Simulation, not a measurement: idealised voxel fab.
You're looking at the process module voxel self aligned contacts.
For reference, the cross-section in this document is cut, with width 205 nm and square cells of 5 nm.
Square cells in a grid make up a cross-section in this document, and the grid is given as bands, listed from the top down, each one or more rows of cells. Top, bottom (nm), then materials left to right with widths (nm); lone material tagged "throughout" fills the whole band edge to edge; "air" = empty space. Where do heights start? At 0: under that level the wafer as delivered is made of one material only. And the lowest band has no floor; it just carries on downward, as in "0 -> down". The notation "30->40" denotes a width that varies across the rows of cells in the band, beginning at the first number in the top row, finishing at the second number in the bottom row, and changing by an identical amount from each row to the next. Step marked "nothing got changed"? Then no cell in the cross-section changed in it. You'll see "Sealed void listing" listing empty spaces that have no way open to the top, as long as they're 8 cells or more; the notation is width x height at distance, where the distance is from the left edge, and all of it is in nm. Heads up: the bit after the settings on a step's line is the simulator's remark on that step. "overlay nm" answers the question of how far to the right of plan the mask lay on a step that has a mask, and when it is negative the answer is to the left.
## Intended process steps
1: RECEIVE with material Si
2: CONFORMAL_DEP with material SiO2, thk nm 5
3: DIRECTIONAL_DEP with material polySi, thk nm 25
4: DIRECTIONAL_DEP with material SiN, thk nm 20
5: PATTERN with tone cover, mask id GATE, material resist, width nm 35, pitch nm 70, thk nm 15, overlay nm 0
6: DIRECTIONAL_ETCH with etch materials SiN, depth nm 20
7: DIRECTIONAL_ETCH with etch materials polySi, depth nm 25
8: STRIP with etch materials resist
9: CONFORMAL_DEP with material SiN, thk nm 5
10: DIRECTIONAL_ETCH with etch materials SiN, depth nm 5
11: FILL_DEP with material SiO2, thk nm 10
12: CMP with height nm 55
13: DIRECTIONAL_DEP with material aC, thk nm 10
14: PATTERN with tone open, mask id CONTACT, material resist, width nm 55, pitch nm 70, thk nm 25, overlay nm 0
15: DIRECTIONAL_ETCH with etch materials aC, depth nm 10
16: STRIP with etch materials resist
17: DIRECTIONAL_ETCH with etch materials SiO2, depth nm 55
18: STRIP with etch materials aC
19: CONFORMAL_DEP with material TiN, thk nm 5
20: FILL_DEP with material Ru, thk nm 5
21: CMP with height nm 55
22: CONFORMAL_DEP with material SiN, thk nm 5
## Of two wafers, the first: run according to plan
## Cross-section of the wafer as it came to us, i.e., already through step 1
- 0 -> down = Si throughout
- Sealed void listing: none
## After step 2, in cross-section
- 5 -> 0 = SiO2 throughout
- Lower than 0, everything is as it was.
## After step 3, in cross-section
- 30 -> 5 = polySi throughout
- Lower than 5, everything is as it was.
## After step 4, in cross-section
- 50 -> 30 = SiN throughout
- Lower than 30, everything is as it was.
## After step 5, in cross-section
- 65 -> 50 = air=15 / resist=35 / air=35 / resist=35 / air=35 / resist=35 / air=15
- Lower than 50, everything is as it was.
## After step 6, in cross-section
- 65 -> 50 = air=15 / resist=35 / air=35 / resist=35 / air=35 / resist=35 / air=15
- 50 -> 30 = air=15 / SiN=35 / air=35 / SiN=35 / air=35 / SiN=35 / air=15
- Lower than 30, everything is as it was.
## After step 7, in cross-section
- 65 -> 50 = air=15 / resist=35 / air=35 / resist=35 / air=35 / resist=35 / air=15
- 50 -> 30 = air=15 / SiN=35 / air=35 / SiN=35 / air=35 / SiN=35 / air=15
- 30 -> 5 = air=15 / polySi=35 / air=35 / polySi=35 / air=35 / polySi=35 / air=15
- Lower than 5, everything is as it was.
## After step 8, in cross-section
- 50 -> 30 = air=15 / SiN=35 / air=35 / SiN=35 / air=35 / SiN=35 / air=15
- Lower than 30, everything is as it was.
## After step 9, in cross-section
- 55 -> 30 = air=10 / SiN=45 / air=25 / SiN=45 / air=25 / SiN=45 / air=10
- 30 -> 10 = air=10 / SiN=5 / polySi=35 / SiN=5 / air=25 / SiN=5 / polySi=35 / SiN=5 / air=25 / SiN=5 / polySi=35 / SiN=5 / air=10
- 10 -> 5 = SiN=15 / polySi=35 / SiN=35 / polySi=35 / SiN=35 / polySi=35 / SiN=15
- Lower than 5, everything is as it was.
## After step 10, in cross-section
- 50 -> 30 = air=10 / SiN=45 / air=25 / SiN=45 / air=25 / SiN=45 / air=10
- 30 -> 5 = air=10 / SiN=5 / polySi=35 / SiN=5 / air=25 / SiN=5 / polySi=35 / SiN=5 / air=25 / SiN=5 / polySi=35 / SiN=5 / air=10
- Lower than 5, everything is as it was.
## After step 11, in cross-section
- 60 -> 50 = SiO2 throughout
- 50 -> 30 = SiO2=10 / SiN=45 / SiO2=25 / SiN=45 / SiO2=25 / SiN=45 / SiO2=10
- 30 -> 5 = SiO2=10 / SiN=5 / polySi=35 / SiN=5 / SiO2=25 / SiN=5 / polySi=35 / SiN=5 / SiO2=25 / SiN=5 / polySi=35 / SiN=5 / SiO2=10
- Lower than 5, everything is as it was.
## After step 12, in cross-section
- 55 -> 50 = SiO2 throughout
- Lower than 50, everything is as it was.
## After step 13, in cross-section
- 65 -> 55 = aC throughout
- Lower than 55, everything is as it was.
## After step 14, in cross-section
- 90 -> 65 = resist=40 / air=55 / resist=15 / air=55 / resist=40
- Lower than 65, everything is as it was.
## After step 15, in cross-section
- 80 -> 65 = resist=40 / air=55 / resist=15 / air=55 / resist=40
- 65 -> 55 = aC=40 / air=55 / aC=15 / air=55 / aC=40
- Lower than 55, everything is as it was.
## After step 16, in cross-section
- 65 -> 55 = aC=40 / air=55 / aC=15 / air=55 / aC=40
- Lower than 55, everything is as it was.
## After step 17, in cross-section
- 65 -> 55 = aC=40 / air=55 / aC=15 / air=55 / aC=40
- 55 -> 50 = SiO2=40 / air=55 / SiO2=15 / air=55 / SiO2=40
- 50 -> 30 = SiO2=10 / SiN=45 / air=25 / SiN=45 / air=25 / SiN=45 / SiO2=10
- 30 -> 5 = SiO2=10 / SiN=5 / polySi=35 / SiN=5 / air=25 / SiN=5 / polySi=35 / SiN=5 / air=25 / SiN=5 / polySi=35 / SiN=5 / SiO2=10
- 5 -> 0 = SiO2=55 / air=25 / SiO2=45 / air=25 / SiO2=55
- Lower than 0, everything is as it was.
## After step 18, in cross-section
- 55 -> 50 = SiO2=40 / air=55 / SiO2=15 / air=55 / SiO2=40
- Lower than 50, everything is as it was.
## After step 19, in cross-section
- 60 -> 55 = TiN=45 / air=45 / TiN=25 / air=45 / TiN=45
- 55 -> 50 = SiO2=40 / TiN=20 / air=15 / TiN=20 / SiO2=15 / TiN=20 / air=15 / TiN=20 / SiO2=40
- 50 -> 30 = SiO2=10 / SiN=45 / TiN=5 / air=15 / TiN=5 / SiN=45 / TiN=5 / air=15 / TiN=5 / SiN=45 / SiO2=10
- 30 -> 5 = SiO2=10 / SiN=5 / polySi=35 / SiN=5 / TiN=5 / air=15 / TiN=5 / SiN=5 / polySi=35 / SiN=5 / TiN=5 / air=15 / TiN=5 / SiN=5 / polySi=35 / SiN=5 / SiO2=10
- 5 -> 0 = SiO2=55 / TiN=25 / SiO2=45 / TiN=25 / SiO2=55
- Lower than 0, everything is as it was.
## After step 20, in cross-section
- 65 -> 60 = Ru throughout
- 60 -> 55 = TiN=45 / Ru=45 / TiN=25 / Ru=45 / TiN=45
- 55 -> 50 = SiO2=40 / TiN=20 / Ru=15 / TiN=20 / SiO2=15 / TiN=20 / Ru=15 / TiN=20 / SiO2=40
- 50 -> 30 = SiO2=10 / SiN=45 / TiN=5 / Ru=15 / TiN=5 / SiN=45 / TiN=5 / Ru=15 / TiN=5 / SiN=45 / SiO2=10
- 30 -> 5 = SiO2=10 / SiN=5 / polySi=35 / SiN=5 / TiN=5 / Ru=15 / TiN=5 / SiN=5 / polySi=35 / SiN=5 / TiN=5 / Ru=15 / TiN=5 / SiN=5 / polySi=35 / SiN=5 / SiO2=10
- Lower than 5, everything is as it was.
## After step 21, in cross-section
- 55 -> 50 = SiO2=40 / TiN=20 / Ru=15 / TiN=20 / SiO2=15 / TiN=20 / Ru=15 / TiN=20 / SiO2=40
- Lower than 50, everything is as it was.
## After step 22, in cross-section
- 60 -> 55 = SiN throughout
- Lower than 55, everything is as it was.
## The second wafer was prepared from the same starting point and under the same plan as the first; its processing contained one mistake, and it remains indistinguishable from the first wafer up to and including step 8
Second wafer shown in cross-section at the time step 9 was slated to end: nothing got changed
## Second wafer shown in cross-section at the time step 10 was slated to end
- 45 -> 30 = air=15 / SiN=35 / air=35 / SiN=35 / air=35 / SiN=35 / air=15
- Lower than 30, everything is as it was.
## Second wafer shown in cross-section at the time step 11 was slated to end
- 55 -> 45 = SiO2 throughout
- 45 -> 30 = SiO2=15 / SiN=35 / SiO2=35 / SiN=35 / SiO2=35 / SiN=35 / SiO2=15
- 30 -> 5 = SiO2=15 / polySi=35 / SiO2=35 / polySi=35 / SiO2=35 / polySi=35 / SiO2=15
- Lower than 5, everything is as it was.
Second wafer shown in cross-section at the time step 12 was slated to end: nothing got changed
## Second wafer shown in cross-section at the time step 13 was slated to end
- 65 -> 55 = aC throughout
- Lower than 55, everything is as it was.
## Second wafer shown in cross-section at the time step 14 was slated to end
- 90 -> 65 = resist=40 / air=55 / resist=15 / air=55 / resist=40
- Lower than 65, everything is as it was.
## Second wafer shown in cross-section at the time step 15 was slated to end
- 80 -> 65 = resist=40 / air=55 / resist=15 / air=55 / resist=40
- 65 -> 55 = aC=40 / air=55 / aC=15 / air=55 / aC=40
- Lower than 55, everything is as it was.
## Second wafer shown in cross-section at the time step 16 was slated to end
- 65 -> 55 = aC=40 / air=55 / aC=15 / air=55 / aC=40
- Lower than 55, everything is as it was.
## Second wafer shown in cross-section at the time step 17 was slated to end
- 65 -> 55 = aC=40 / air=55 / aC=15 / air=55 / aC=40
- 55 -> 45 = SiO2=40 / air=55 / SiO2=15 / air=55 / SiO2=40
- 45 -> 30 = SiO2=15 / SiN=35 / air=35 / SiN=35 / air=35 / SiN=35 / SiO2=15
- 30 -> 5 = SiO2=15 / polySi=35 / air=35 / polySi=35 / air=35 / polySi=35 / SiO2=15
- 5 -> 0 = SiO2=50 / air=35 / SiO2=35 / air=35 / SiO2=50
- Lower than 0, everything is as it was.
## Second wafer shown in cross-section at the time step 18 was slated to end
- 55 -> 45 = SiO2=40 / air=55 / SiO2=15 / air=55 / SiO2=40
- Lower than 45, everything is as it was.
## Second wafer shown in cross-section at the time step 19 was slated to end
- 60 -> 55 = TiN=45 / air=45 / TiN=25 / air=45 / TiN=45
- 55 -> 45 = SiO2=40 / TiN=5->15 / air=45->25 / TiN=5->15 / SiO2=15 / TiN=5->15 / air=45->25 / TiN=5->15 / SiO2=40
- 45 -> 30 = SiO2=15 / SiN=35 / TiN=5 / air=25 / TiN=5 / SiN=35 / TiN=5 / air=25 / TiN=5 / SiN=35 / SiO2=15
- 30 -> 5 = SiO2=15 / polySi=35 / TiN=5 / air=25 / TiN=5 / polySi=35 / TiN=5 / air=25 / TiN=5 / polySi=35 / SiO2=15
- 5 -> 0 = SiO2=50 / TiN=35 / SiO2=35 / TiN=35 / SiO2=50
- Lower than 0, everything is as it was.
## Second wafer shown in cross-section at the time step 20 was slated to end
- 65 -> 60 = Ru throughout
- 60 -> 55 = TiN=45 / Ru=45 / TiN=25 / Ru=45 / TiN=45
- 55 -> 45 = SiO2=40 / TiN=5->15 / Ru=45->25 / TiN=5->15 / SiO2=15 / TiN=5->15 / Ru=45->25 / TiN=5->15 / SiO2=40
- 45 -> 30 = SiO2=15 / SiN=35 / TiN=5 / Ru=25 / TiN=5 / SiN=35 / TiN=5 / Ru=25 / TiN=5 / SiN=35 / SiO2=15
- 30 -> 5 = SiO2=15 / polySi=35 / TiN=5 / Ru=25 / TiN=5 / polySi=35 / TiN=5 / Ru=25 / TiN=5 / polySi=35 / SiO2=15
- Lower than 5, everything is as it was.
## Second wafer shown in cross-section at the time step 21 was slated to end
- 55 -> 45 = SiO2=40 / TiN=5->15 / Ru=45->25 / TiN=5->15 / SiO2=15 / TiN=5->15 / Ru=45->25 / TiN=5->15 / SiO2=40
- Lower than 45, everything is as it was.
## Second wafer shown in cross-section at the time step 22 was slated to end
- 60 -> 55 = SiN throughout
- Lower than 55, everything is as it was.
Plan not followed: with respect to the plan, step 9 was omitted and not executed
It is noted that, at the conclusion of processing, the second wafer exhibits a higher or lower cell count for certain materials relative to the first: Ru +48; SiN -75; SiO2 +27
